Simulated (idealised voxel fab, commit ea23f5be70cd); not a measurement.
Presented below is a process module, voxel wiring stack.
The cross-section on display is named cut; it measures 165 nm wide, and its cells are 5 nm squares.
Cross-section layout: square cells on a grid; listed as bands, top to bottom; a band spans one or more cell rows.
A band entry consists of two parts. The first gives the height of the band's top and the height of its bottom, in nm. The rest lists the band's materials from left to right, each with its width in nm. A single material labelled with the word "everywhere" fills the band from edge to edge, and the word "air" marks empty space.
Heights from 0 (as-received wafer is one material below). Bottom band endless downward, as "top 0, no bottom".
Think of "30 to 40" as a width that walks from the first number to the second as you go down the band, top row to bottom row, taking equal-sized steps from row to row.
For the purposes of this document, the phrase "remained the same" attached to a step denotes that no cell within the cross-section was modified by that step.
Basically, "Enclosed void inventory" tells you about the enclosed voids: empty spaces with no open way to the top, 8 cells or bigger, each written width x height at distance, where distance is from the left edge, all in nm.
On a step's line, text after the settings is the simulator commenting on that step.
overlay nm, on a step with a mask: how far to the right of its planned place the mask lay; to the left if negative
HERE'S WHAT THE PLANNED PROCESS STEPS LOOK LIKE
1 RECEIVE: material Si
2 CONFORMAL_DEP: material SiO2, thk nm 15
3 CONFORMAL_DEP: material SiCN, thk nm 5
4 DIRECTIONAL_DEP: material lowk, thk nm 25
5 DIRECTIONAL_DEP: material aC, thk nm 10
6 PATTERN: tone open, mask id METAL_1, material resist, width nm 25, pitch nm 40, thk nm 25, overlay nm 0
7 DIRECTIONAL_ETCH: etch materials aC, depth nm 10
8 STRIP: etch materials resist
9 DIRECTIONAL_ETCH: etch materials lowk, depth nm 25
10 DIRECTIONAL_ETCH: etch materials SiCN, depth nm 5
11 STRIP: etch materials aC
12 CONFORMAL_DEP: material TiN, thk nm 5
13 FILL_DEP: material Cu, thk nm 10
14 CMP: height nm 45
15 CONFORMAL_DEP: material SiCN, thk nm 5
16 DIRECTIONAL_DEP: material SiO2, thk nm 20
17 PATTERN: tone open, mask id PLUG_1, material resist, width nm 15, pitch nm 40, thk nm 15, overlay nm 0
18 DIRECTIONAL_ETCH: etch materials SiO2, depth nm 20
19 DIRECTIONAL_ETCH: etch materials SiCN, depth nm 5
20 STRIP: etch materials resist
21 EPI: material Ru, thk nm 10
22 EPI: material Ru, thk nm 10
23 EPI: material Ru, thk nm 5
24 CONFORMAL_DEP: material SiCN, thk nm 5
25 DIRECTIONAL_DEP: material SiO2, thk nm 20
26 DIRECTIONAL_DEP: material aC, thk nm 10
27 PATTERN: tone open, mask id METAL_2, material resist, width nm 25, pitch nm 40, thk nm 25, overlay nm 0
28 DIRECTIONAL_ETCH: etch materials aC, depth nm 10
29 STRIP: etch materials resist
30 DIRECTIONAL_ETCH: etch materials SiO2, depth nm 20
31 DIRECTIONAL_ETCH: etch materials SiCN, depth nm 5
32 STRIP: etch materials aC
33 CONFORMAL_DEP: material TiN, thk nm 5
34 FILL_DEP: material W, thk nm 10
35 CMP: height nm 95
36 CONFORMAL_DEP: material SiN, thk nm 5
THIS IS THE CROSS-SECTION OF THE WAFER AS WE RECEIVED IT, I.E. AFTER STEP 1
- top 0, no bottom | Si everywhere
- Enclosed void inventory: none
SECTIONED VIEW, FIRST OF TWO WAFERS, AT THE CLOSE OF THE MODULE, PROCESSED AS INTENDED IN THE PLAN
- top 100, bottom 95 | SiN everywhere
- top 95, bottom 75 | 30 SiO2; 5 TiN; 15 W; 5 TiN; 15 SiO2; 5 TiN; 15 W; 5 TiN; 15 SiO2; 5 TiN; 15 W; 5 TiN; 30 SiO2
- top 75, bottom 70 | 30 SiCN; 25 TiN; 15 SiCN; 25 TiN; 15 SiCN; 25 TiN; 30 SiCN
- top 70, bottom 50 | 30 SiO2; 15 Ru; 25 SiO2; 15 Ru; 25 SiO2; 15 Ru; 40 SiO2
- top 50, bottom 45 | 30 SiCN; 15 Ru; 25 SiCN; 15 Ru; 25 SiCN; 15 Ru; 40 SiCN
- top 45, bottom 20 | 30 lowk; 5 TiN; 15 Cu; 5 TiN; 15 lowk; 5 TiN; 15 Cu; 5 TiN; 15 lowk; 5 TiN; 15 Cu; 5 TiN; 30 lowk
- top 20, bottom 15 | 30 SiCN; 25 TiN; 15 SiCN; 25 TiN; 15 SiCN; 25 TiN; 30 SiCN
- top 15, bottom 0 | SiO2 everywhere
- top 0, no bottom | Si everywhere
- Enclosed void inventory: none
SECOND WAFER OF THE TWO, SECTIONED AT THE END OF THE MODULE. IT BEGAN LIKE THE FIRST AND FOLLOWED THE SAME PLAN, BUT ONE MISTAKE WAS MADE WHILE RUNNING IT
- top 95, bottom 90 | SiN everywhere
- top 90, bottom 75 | 30 SiO2; 5 TiN; 15 W; 5 TiN; 15 SiO2; 5 TiN; 15 W; 5 TiN; 15 SiO2; 5 TiN; 15 W; 5 TiN; 30 SiO2
- top 75, bottom 70 | 30 SiCN; 25 TiN; 15 SiCN; 25 TiN; 15 SiCN; 25 TiN; 30 SiCN
- top 70, bottom 50 | 30 SiO2; 15 Ru; 25 SiO2; 15 Ru; 25 SiO2; 15 Ru; 40 SiO2
- top 50, bottom 45 | 30 SiCN; 15 Ru; 25 SiCN; 15 Ru; 25 SiCN; 15 Ru; 40 SiCN
- top 45, bottom 20 | 30 lowk; 5 TiN; 15 Cu; 5 TiN; 15 lowk; 5 TiN; 15 Cu; 5 TiN; 15 lowk; 5 TiN; 15 Cu; 5 TiN; 30 lowk
- top 20, bottom 15 | 30 SiCN; 25 TiN; 15 SiCN; 25 TiN; 15 SiCN; 25 TiN; 30 SiCN
- top 15, bottom 0 | SiO2 everywhere
- top 0, no bottom | Si everywhere
- Enclosed void inventory: none
The mistake made against the process plan was this: step 35 ran with different settings than intended, the actual operation and settings being CMP: height nm 90
Final tally in cells, some materials are higher or lower on the second wafer than on the first: -18 SiO2; -6 TiN; -9 W
